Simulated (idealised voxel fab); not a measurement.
process module | voxel ribs on slabs
cross-section cut | 230 nm wide | cells 5 nm
A cross-section is a grid of square cells, given in bands from the top down. A band is one or more rows of cells.
Each band's line starts with the height of the band's top and of its bottom, in nm. Then come its materials from left to right, each with its width in nm. One material with "throughout" fills the band from edge to edge. "air" is empty space.
Height 0 is the level under which the wafer as received is all one material. The lowest band goes on downwards, as in "0 down".
A width such as "30 to 40" changes by the same amount from each row of cells to the next, from the band's top row to its bottom row.
"no change" after a step means that no cell of the cross-section changed.
closed voids: empty space of 8 cells or more with no open way to the top, each as width x height at its distance from the left edge, in nm
after a step's settings: what the simulator itself notes on the step
overlay nm, on a step with a mask: how far to the right of its planned place the mask lay; to the left if negative
plan
1 op RECEIVE | material Si
2 op DIRECTIONAL_DEP | material SiO2 | thk nm 25
3 op DIRECTIONAL_DEP | material polySi | thk nm 20
4 op PATTERN | tone cover | mask id RIB | material resist | width nm 15 | thk nm 15 | overlay nm 0
5 op DIRECTIONAL_ETCH | etch materials polySi | depth nm 15
6 op STRIP | etch materials resist
7 op DIRECTIONAL_DEP | material aC | thk nm 15
8 op PATTERN | tone cover | mask id SLAB | material resist | width nm 65 | thk nm 35 | overlay nm 0
9 op DIRECTIONAL_ETCH | etch materials aC | depth nm 15
10 op STRIP | etch materials resist
11 op DIRECTIONAL_ETCH | etch materials polySi | depth nm 5
12 op STRIP | etch materials aC
13 op FILL_DEP | material SiO2 | thk nm 20
14 op CMP | height nm 60
15 op DIRECTIONAL_DEP | material TiN | thk nm 10
16 op DIRECTIONAL_DEP | material aC | thk nm 15
17 op PATTERN | tone cover | mask id HEATER | material resist | width nm 25 | thk nm 30 | overlay nm 0
18 op DIRECTIONAL_ETCH | etch materials aC | depth nm 15
19 op STRIP | etch materials resist
20 op DIRECTIONAL_ETCH | etch materials TiN | depth nm 10
21 op STRIP | etch materials aC
22 op CONFORMAL_DEP | material SiO2 | thk nm 10
first wafer, as planned
as received, after step 1
  0 down: Si throughout
  closed voids: none
after step 2
  25 to 0: SiO2 throughout
  below 0: unchanged
after step 3
  45 to 25: polySi throughout
  below 25: unchanged
after step 4
  60 to 45: air 105 | resist 15 | air 110
  below 45: unchanged
after step 5
  60 to 45: air 105 | resist 15 | air 110
  45 to 30: air 105 | polySi 15 | air 110
  below 30: unchanged
after step 6
  45 to 30: air 105 | polySi 15 | air 110
  below 30: unchanged
after step 7
  60 to 45: air 105 | aC 15 | air 110
  45 to 30: aC 105 | polySi 15 | aC 110
  below 30: unchanged
after step 8
  95 to 60: air 80 | resist 65 | air 85
  60 to 45: air 80 | resist 25 | aC 15 | resist 25 | air 85
  below 45: unchanged
after step 9
  80 to 60: air 80 | resist 65 | air 85
  60 to 45: air 80 | resist 25 | aC 15 | resist 25 | air 85
  45 to 30: air 80 | aC 25 | polySi 15 | aC 25 | air 85
  below 30: unchanged
after step 10
  60 to 45: air 105 | aC 15 | air 110
  below 45: unchanged
after step 11
  60 to 45: air 105 | aC 15 | air 110
  45 to 30: air 80 | aC 25 | polySi 15 | aC 25 | air 85
  30 to 25: air 80 | polySi 65 | air 85
  below 25: unchanged
after step 12
  45 to 30: air 105 | polySi 15 | air 110
  below 30: unchanged
after step 13
  65 to 45: SiO2 throughout
  45 to 30: SiO2 105 | polySi 15 | SiO2 110
  30 to 25: SiO2 80 | polySi 65 | SiO2 85
  below 25: unchanged
after step 14
  60 to 45: SiO2 throughout
  below 45: unchanged
after step 15
  70 to 60: TiN throughout
  below 60: unchanged
after step 16
  85 to 70: aC throughout
  below 70: unchanged
after step 17
  115 to 85: air 100 | resist 25 | air 105
  below 85: unchanged
after step 18
  100 to 85: air 100 | resist 25 | air 105
  85 to 70: air 100 | aC 25 | air 105
  below 70: unchanged
after step 19
  85 to 70: air 100 | aC 25 | air 105
  below 70: unchanged
after step 20
  85 to 70: air 100 | aC 25 | air 105
  70 to 60: air 100 | TiN 25 | air 105
  below 60: unchanged
after step 21
  70 to 60: air 100 | TiN 25 | air 105
  below 60: unchanged
after step 22
  80 to 70: air 90 | SiO2 45 | air 95
  70 to 60: SiO2 100 | TiN 25 | SiO2 105
  below 60: unchanged
second wafer: like start, like plan, one mistake. Through step 5 it matches the first wafer
when step 6 should have ended
  75 to 60: air 105 | aC 15 | air 110
  60 to 45: air 105 | resist 15 | air 110
  45 to 30: aC 105 | polySi 15 | aC 110
  below 30: unchanged
when step 7 should have ended
  45 to 30: aC 105 | polySi 15 | aC 110
  below 30: unchanged
when step 8 should have ended
  80 to 45: air 80 | resist 65 | air 85
  below 45: unchanged
when step 9 should have ended
  65 to 45: air 80 | resist 65 | air 85
  45 to 30: air 80 | aC 25 | polySi 15 | aC 25 | air 85
  below 30: unchanged
when step 10 should have ended
  45 to 30: air 80 | aC 25 | polySi 15 | aC 25 | air 85
  below 30: unchanged
when step 11 should have ended
  45 to 40: air 80 | aC 25 | air 15 | aC 25 | air 85
  40 to 30: air 80 | aC 25 | polySi 15 | aC 25 | air 85
  30 to 25: air 80 | polySi 65 | air 85
  below 25: unchanged
when step 12 should have ended
  40 to 30: air 105 | polySi 15 | air 110
  below 30: unchanged
when step 13 should have ended
  60 to 40: SiO2 throughout
  40 to 30: SiO2 105 | polySi 15 | SiO2 110
  30 to 25: SiO2 80 | polySi 65 | SiO2 85
  below 25: unchanged
when step 14 should have ended: no change
when step 15 should have ended
  70 to 60: TiN throughout
  below 60: unchanged
when step 16 should have ended
  85 to 70: aC throughout
  below 70: unchanged
when step 17 should have ended
  115 to 85: air 100 | resist 25 | air 105
  below 85: unchanged
when step 18 should have ended
  100 to 85: air 100 | resist 25 | air 105
  85 to 70: air 100 | aC 25 | air 105
  below 70: unchanged
when step 19 should have ended
  85 to 70: air 100 | aC 25 | air 105
  below 70: unchanged
when step 20 should have ended
  85 to 70: air 100 | aC 25 | air 105
  70 to 60: air 100 | TiN 25 | air 105
  below 60: unchanged
when step 21 should have ended
  70 to 60: air 100 | TiN 25 | air 105
  below 60: unchanged
when step 22 should have ended
  80 to 70: air 90 | SiO2 45 | air 95
  70 to 60: SiO2 100 | TiN 25 | SiO2 105
  below 60: unchanged
what went wrong: steps 6 and 7 were swapped
at the end the second wafer has, in cells: 3 more of SiO2 | 3 fewer of polySi
